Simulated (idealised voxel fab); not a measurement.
Proc. module: voxel self aligned vias
For reference, the cross-section in this document is cut, with width 250 nm and square cells of 5 nm.
Cross-section layout: square cells on a grid; listed as bands, top to bottom; a band spans one or more cell rows.
Heights first: top, then bottom, in nm. Then materials, left to right, each with a width in nm. "all across" on a single material: fills the band edge to edge. "empty": empty space.
Ref level 0: as-received wafer is one material below here. Bottom band extends down with no lower bound ("z 0 and below").
The width entry "30 to 40" should be interpreted row by row: the top row of cells in the band takes the first number, the bottom row takes the second number, and the change between adjacent rows is uniform throughout.
Step note "stayed the same" = no cross-section cell changed.
Voids not open to the top, 8 cells minimum: see "Enclosed void inventory". Written width x height at distance; distance is from the left edge; nm.
The remark found on a step's line after its settings is issued by the simulator itself and pertains to that step.
Regarding "overlay nm": on a step with a mask, it is the distance the mask lay to the right of its planned place; a negative value places it to the left.
## Set out below are the planned steps of the process
1) RECEIVE with material Si
2) CONFORMAL_DEP with material SiO2, thk nm 10
3) CONFORMAL_DEP with material SiCN, thk nm 5
4) DIRECTIONAL_DEP with material SiO2, thk nm 20
5) PATTERN with tone open, mask id LINES, material resist, width nm 30, pitch nm 55, thk nm 15, overlay nm 0
6) DIRECTIONAL_ETCH with etch materials SiO2, depth nm 20
7) STRIP with etch materials resist
8) CONFORMAL_DEP with material TiN, thk nm 5
9) FILL_DEP with material Ru, thk nm 5
10) CMP with height nm 35
11) SELECTIVE_ETCH with etch materials W Ru TiN, depth nm 5
12) FILL_DEP with material SiN, thk nm 10
13) CMP with height nm 35
14) DIRECTIONAL_DEP with material SiO2, thk nm 20
15) MASKED_ETCH with tone open, mask id VIAS, width nm 40, pitch nm 55, etch materials SiO2, depth nm 20, overlay nm 0
16) MASKED_ETCH with tone open, mask id VIAS, width nm 40, pitch nm 55, etch materials SiN, depth nm 5, overlay nm 0
17) CONFORMAL_DEP with material TiN, thk nm 5
18) FILL_DEP with material Ru, thk nm 10
19) CMP with height nm 55
20) CONFORMAL_DEP with material SiCN, thk nm 5
## Cross-section: wafer on arrival = after step 1
  z 0 and below: Si all across
  Enclosed void inventory: none
## The cross-section shown corresponds to the wafer at the conclusion of the module. The initial structure and the process plan are those presented above; however, one mistake occurred in executing the plan
  z 60 to 55: SiCN all across
  z 55 to 35: 50 of SiO2, then 5 of TiN, then 30 of Ru, then 5 of TiN, then 15 of SiO2, then 5 of TiN, then 30 of Ru, then 5 of TiN, then 15 of SiO2, then 5 of TiN, then 30 of Ru, then 5 of TiN, then 50 of SiO2
  z 35 to 30: 50 of SiN, then 40 of TiN, then 15 of SiN, then 40 of TiN, then 15 of SiN, then 40 of TiN, then 50 of SiN
  z 30 to 15: SiN all across
  z 15 to 10: SiCN all across
  z 10 to 0: SiO2 all across
  z 0 and below: Si all across
  Enclosed void inventory: none
The mistake made against the process plan was this: the process deviated at step 4: the operation and settings actually run there were DIRECTIONAL_DEP with material SiN, thk nm 20
